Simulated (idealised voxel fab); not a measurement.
Herein follows the process module entitled voxel capacitor over wiring.
It is cross-section cut that appears here, measuring 170 nm in width, its square cells being 5 nm in size.
Cross-section format: a grid of square cells, given as bands from top to bottom; each band is one or more rows of cells.
Within each band entry, the heights of the top and of the bottom of the band appear first, in that order and in nm; the materials of the band then follow from left to right, each with its corresponding width in nm. The designation "all across" on a single material indicates that it fills the band from edge to edge; the designation "air" indicates empty space.
A quick word on heights: they are counted from 0, and under that level the wafer as it came to us is one material throughout. The lowest band is different from the rest in having no bottom; it simply continues downward, written as in "0..down".
Think of "30..40" as a width that walks from the first number to the second as you go down the band, top row to bottom row, taking equal-sized steps from row to row.
Where a step carries "nothing altered", the cross-section came out of it unchanged, cell for cell.
"Listed closed voids" enumerates empty spaces isolated from the top, with no open way to it, that contain at least 8 cells, giving each as width x height at distance from the left edge, all three in nm.
after a step's settings: what the simulator itself notes on the step
Steps that use a mask can have "overlay nm" on their line. It says how far the mask sat to the right of where it was meant to be. Negative means to the left.

## Steps planned for the process
1,RECEIVE (material Si)
2,CONFORMAL_DEP (material SiO2; thk nm 10)
3,CONFORMAL_DEP (material SiCN; thk nm 5)
4,DIRECTIONAL_DEP (material SiO2; thk nm 25)
5,DIRECTIONAL_DEP (material aC; thk nm 15)
6,PATTERN (tone open; mask id METAL_1; material resist; width nm 30; pitch nm 85; thk nm 35; overlay nm 0)
7,DIRECTIONAL_ETCH (etch materials aC; depth nm 15)
8,STRIP (etch materials resist)
9,DIRECTIONAL_ETCH (etch materials SiO2; depth nm 25)
10,DIRECTIONAL_ETCH (etch materials SiCN; depth nm 5)
11,STRIP (etch materials aC)
12,CONFORMAL_DEP (material TiN; thk nm 5)
13,FILL_DEP (material Ru; thk nm 10)
14,CMP (height nm 40)
15,CONFORMAL_DEP (material SiCN; thk nm 5)
16,DIRECTIONAL_DEP (material lowk; thk nm 15)
17,PATTERN (tone open; mask id PLUG_1; material resist; width nm 15; thk nm 20; overlay nm 0)
18,DIRECTIONAL_ETCH (etch materials lowk; depth nm 15)
19,DIRECTIONAL_ETCH (etch materials SiCN; depth nm 5)
20,STRIP (etch materials resist)
21,CONFORMAL_DEP (material TiN; thk nm 5)
22,FILL_DEP (material Cu; thk nm 5)
23,CMP (height nm 60)
24,DIRECTIONAL_DEP (material TiN; thk nm 5)
25,DIRECTIONAL_DEP (material Al2O3; thk nm 5)
26,DIRECTIONAL_DEP (material TiN; thk nm 10)
27,PATTERN (tone cover; mask id UPPER_PLATE; material resist; width nm 60; thk nm 20; overlay nm 0)
28,DIRECTIONAL_ETCH (etch materials TiN; depth nm 10)
29,DIRECTIONAL_ETCH (etch materials Al2O3; depth nm 5)
30,STRIP (etch materials resist)
31,DIRECTIONAL_DEP (material aC; thk nm 10)
32,PATTERN (tone cover; mask id LOWER_PLATE; material resist; width nm 70; thk nm 25; overlay nm 0)
33,DIRECTIONAL_ETCH (etch materials aC; depth nm 10)
34,STRIP (etch materials resist)
35,DIRECTIONAL_ETCH (etch materials TiN; depth nm 5)
36,STRIP (etch materials aC)
37,FILL_DEP (material SiO2; thk nm 20)
38,CMP (height nm 95)
39,DIRECTIONAL_DEP (material aC; thk nm 15)
40,PATTERN (tone open; mask id PLUG_2; material resist; width nm 15; thk nm 35; overlay nm 0)
41,DIRECTIONAL_ETCH (etch materials aC; depth nm 15)
42,STRIP (etch materials resist)
43,DIRECTIONAL_ETCH (etch materials SiO2; depth nm 15)
44,STRIP (etch materials aC)
45,CONFORMAL_DEP (material TiN; thk nm 5)
46,FILL_DEP (material Cu; thk nm 5)
47,CMP (height nm 95)
48,CONFORMAL_DEP (material SiN; thk nm 5)

## The cross-section here shows the wafer as received, i.e. in its state after step 1
0..down: Si all across
Listed closed voids: none

## End-of-module cross-section of the first of two wafers, processed as planned
100..95: SiN all across
95..85: 50 nm SiO2 / 5 nm TiN / 5 nm Cu / 5 nm TiN / 105 nm SiO2
85..80: 50 nm SiO2 / 15 nm TiN / 105 nm SiO2
80..70: 40 nm SiO2 / 60 nm TiN / 70 nm SiO2
70..65: 40 nm SiO2 / 60 nm Al2O3 / 70 nm SiO2
65..60: 35 nm SiO2 / 70 nm TiN / 65 nm SiO2
60..45: 40 nm lowk / 5 nm TiN / 5 nm Cu / 5 nm TiN / 115 nm lowk
45..40: 40 nm SiCN / 15 nm TiN / 115 nm SiCN
40..15: 25 nm SiO2 / 5 nm TiN / 20 nm Ru / 5 nm TiN / 55 nm SiO2 / 5 nm TiN / 20 nm Ru / 5 nm TiN / 30 nm SiO2
15..10: 25 nm SiCN / 30 nm TiN / 55 nm SiCN / 30 nm TiN / 30 nm SiCN
10..0: SiO2 all across
0..down: Si all across
Listed closed voids: none

## Second wafer cross-section at end of module - shared start and plan with the first, one mistake in the run
100..95: SiN all across
95..85: 50 nm SiO2 / 5 nm TiN / 5 nm Cu / 5 nm TiN / 105 nm SiO2
85..80: 50 nm SiO2 / 15 nm TiN / 105 nm SiO2
80..70: 45 nm SiO2 / 55 nm TiN / 70 nm SiO2
70..65: 45 nm SiO2 / 55 nm Al2O3 / 70 nm SiO2
65..60: 35 nm SiO2 / 70 nm TiN / 65 nm SiO2
60..45: 40 nm lowk / 5 nm TiN / 5 nm Cu / 5 nm TiN / 115 nm lowk
45..40: 40 nm SiCN / 15 nm TiN / 115 nm SiCN
40..15: 25 nm SiO2 / 5 nm TiN / 20 nm Ru / 5 nm TiN / 55 nm SiO2 / 5 nm TiN / 20 nm Ru / 5 nm TiN / 30 nm SiO2
15..10: 25 nm SiCN / 30 nm TiN / 55 nm SiCN / 30 nm TiN / 30 nm SiCN
10..0: SiO2 all across
0..down: Si all across
Listed closed voids: none
Nonconformance to the process plan: step 27 did not use the planned setting and instead ran as PATTERN (tone cover; mask id UPPER_PLATE; material resist; width nm 55; thk nm 20; overlay nm 0)
Cell-count delta at end, second wafer over first, by material: 1 fewer of Al2O3 | 3 more of SiO2 | 2 fewer of TiN
